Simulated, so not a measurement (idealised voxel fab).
Process module, titled voxel quadruple lines
Pictured: cross-section cut, 180 nm wide, on a grid of 5 nm square cells.
We lay out every cross-section as a grid of square cells and spell it out in bands from the top down, where one band means one or more rows of cells. Top height, bottom height, nm. Materials left to right, width each, nm. Single material + "full width" = fills band edge to edge. "air" = empty. The reference from which all heights are counted is 0, the level beneath which the as-received wafer is entirely one material; the lowest band, having no lower bound, proceeds downward and is written after the example "from 0 down". Note: "30 to 40" means the width goes from the first number (top row of the band) to the second number (bottom row) in equal steps per row of cells. Step note "changes: none" = no cross-section cell changed. "Voids, sealed" specifies each empty space that is not open to the top and that occupies no fewer than 8 cells, using the form width x height at distance, the distance measured from the left edge and all three quantities in nm. Post-settings text on a step line: simulator's own remark regarding the step. "overlay nm" answers the question of how far to the right of plan the mask lay on a step that has a mask, and when it is negative the answer is to the left.
### These are the steps we planned for the process
1 RECEIVE,material Si
2 CONFORMAL_DEP,material Al2O3,thk nm 5
3 DIRECTIONAL_DEP,material TiN,thk nm 10
4 DIRECTIONAL_DEP,material polySi,thk nm 15
5 DIRECTIONAL_DEP,material aC,thk nm 25
6 PATTERN,tone cover,mask id MANDREL,material resist,width nm 15,thk nm 35,overlay nm 0
7 DIRECTIONAL_ETCH,etch materials aC,depth nm 25
8 STRIP,etch materials resist
9 CONFORMAL_DEP,material SiO2,thk nm 15
10 DIRECTIONAL_ETCH,etch materials SiO2,depth nm 15
11 STRIP,etch materials aC
12 DIRECTIONAL_ETCH,etch materials polySi,depth nm 15
13 STRIP,etch materials SiO2
14 CONFORMAL_DEP,material SiCN,thk nm 5
15 DIRECTIONAL_ETCH,etch materials SiCN,depth nm 5
16 STRIP,etch materials polySi
17 DIRECTIONAL_ETCH,etch materials TiN,depth nm 10
18 STRIP,etch materials SiCN
Where the wafers of this document differ is in the width nm of step 6; they start out the same, and the plan states the value that applied to the first wafer.
### Cross-section of the first of several received wafers, showing its state after step 1
- from 0 down  Si full width
- Voids, sealed: none
### Cross-section after step 18, the final step of the module, for the first of several wafers
- from 15 to 5  air 60 nm; TiN 5 nm; air 15 nm; TiN 5 nm; air 5 nm; TiN 5 nm; air 15 nm; TiN 5 nm; air 65 nm
- from 5 to 0  Al2O3 full width
- from 0 down  Si full width
- Voids, sealed: none
### Showing the last wafer in cross-section at the end of the module
- from 15 to 5  air 50 nm; TiN 5 nm; air 15 nm; TiN 5 nm; air 30 nm; TiN 5 nm; air 15 nm; TiN 5 nm; air 50 nm
- from 5 to 0  Al2O3 full width
- from 0 down  Si full width
- Voids, sealed: none
### wafer rows; end of module; cells per material since receipt: (+) gained, (-) lost; then closed voids
width nm 15, +36 Al2O3, +8 TiN, Voids, sealed: none
width nm 20, +36 Al2O3, +8 TiN, Voids, sealed: none
width nm 25, +36 Al2O3, +8 TiN, Voids, sealed: none
width nm 30, +36 Al2O3, +8 TiN, Voids, sealed: none
width nm 35, +36 Al2O3, +8 TiN, Voids, sealed: none
width nm 40, +36 Al2O3, +8 TiN, Voids, sealed: none
